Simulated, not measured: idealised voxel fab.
Process module under the name voxel self aligned contacts
The cross-section shown here is cut; it is 275 nm wide and divided into square cells measuring 5 nm on a side.
Each cross-section below is a grid of square cells, stated as bands in top-down order, with one or more rows of cells making up each band.
This entry defines a band. It first specifies the height of the band's top and the height of its bottom in nm, and then specifies the band's materials from left to right, stating each material with its width in nm. The word "full width" identifies a single material that fills the band from edge to edge, while the word "blank" identifies empty space.
Basically, 0 is our baseline, since under it the wafer straight out of the box is all one material. The bottom band has no lower end and keeps on going down, so it looks like "0 -> down".
Per-row width for "30..40": begins at first number (top row of band), ends at second number (bottom row), increment between rows held constant.
Where a step carries "changes: none", the cross-section came out of it unchanged, cell for cell.
Closed empty spaces (no open way to the top) of 8 cells or more are what "Sealed void list" lists, each as width x height at distance from the left edge, nm for all three.
Heads up: the bit after the settings on a step's line is the simulator's remark on that step.
The setting "overlay nm" may be written on the line of a step. When the step uses a mask, the value reports how far to the right of the planned place the mask lay, and a negative value reports that it lay to the left.
PROCESS STEPS FORESEEN IN THE PLAN
1) RECEIVE | material Si
2) OXIDIZE | depth nm 5
3) DIRECTIONAL_DEP | material polySi | thk nm 30
4) DIRECTIONAL_DEP | material SiN | thk nm 20
5) PATTERN | tone cover | mask id GATE | material resist | width nm 35 | pitch nm 65 | thk nm 20 | overlay nm 0
6) DIRECTIONAL_ETCH | etch materials SiN | depth nm 20
7) DIRECTIONAL_ETCH | etch materials polySi | depth nm 30
8) STRIP | etch materials resist
9) CONFORMAL_DEP | material SiN | thk nm 5
10) DIRECTIONAL_ETCH | etch materials SiN | depth nm 5
11) FILL_DEP | material SiO2 | thk nm 10
12) CMP | height nm 55
13) PATTERN | tone open | mask id CONTACT | material resist | width nm 40 | pitch nm 65 | thk nm 15 | overlay nm 0
14) DIRECTIONAL_ETCH | etch materials SiO2 | depth nm 60
15) STRIP | etch materials resist
16) CONFORMAL_DEP | material TiN | thk nm 5
17) FILL_DEP | material W | thk nm 5
18) CMP | height nm 55
19) CONFORMAL_DEP | material SiCN | thk nm 5
WAFER AT RECEIPT (POST STEP 1), CROSS-SECTION
0 -> down: Si full width
Sealed void list: none
THE FIRST OF THE TWO WAFERS AS SEEN IN CROSS-SECTION ONCE THE MODULE WAS FINISHED; PROCESSING FOLLOWED THE PLAN
60 -> 55: SiCN full width
55 -> 50: SiO2 (85); TiN (15); W (10); TiN (15); SiO2 (25); TiN (15); W (10); TiN (15); SiO2 (85)
50 -> 30: SiO2 (50); SiN (45); TiN (5); W (10); TiN (5); SiN (45); TiN (5); W (10); TiN (5); SiN (45); SiO2 (50)
30 -> 0: SiO2 (50); SiN (5); polySi (35); SiN (5); TiN (5); W (10); TiN (5); SiN (5); polySi (35); SiN (5); TiN (5); W (10); TiN (5); SiN (5); polySi (35); SiN (5); SiO2 (50)
0 -> -5: SiO2 (95); TiN (20); SiO2 (45); TiN (20); SiO2 (95)
-5 -> down: Si full width
Sealed void list: none
HERE IS THE SECOND OF THE TWO WAFERS CUT OPEN AT THE END OF THE MODULE - SAME START, SAME PLAN AS THE FIRST ONE, BUT WE MADE ONE MISTAKE RUNNING IT
60 -> 55: SiCN full width
55 -> 50: SiO2 (85); TiN (40); SiO2 (25); TiN (40); SiO2 (85)
50 -> 30: SiCN full width
30 -> 0: polySi full width
0 -> -5: SiO2 full width
-5 -> down: Si full width
Sealed void list: none
What went wrong in running the wafer? step 4 changed vs plan, executed as DIRECTIONAL_DEP | material SiCN | thk nm 20
Looking at both finished wafers in cells, the second ends up ahead of or behind the first on some materials: +220 SiCN; -144 SiN; -192 SiO2; -44 TiN; -44 W; +204 polySi
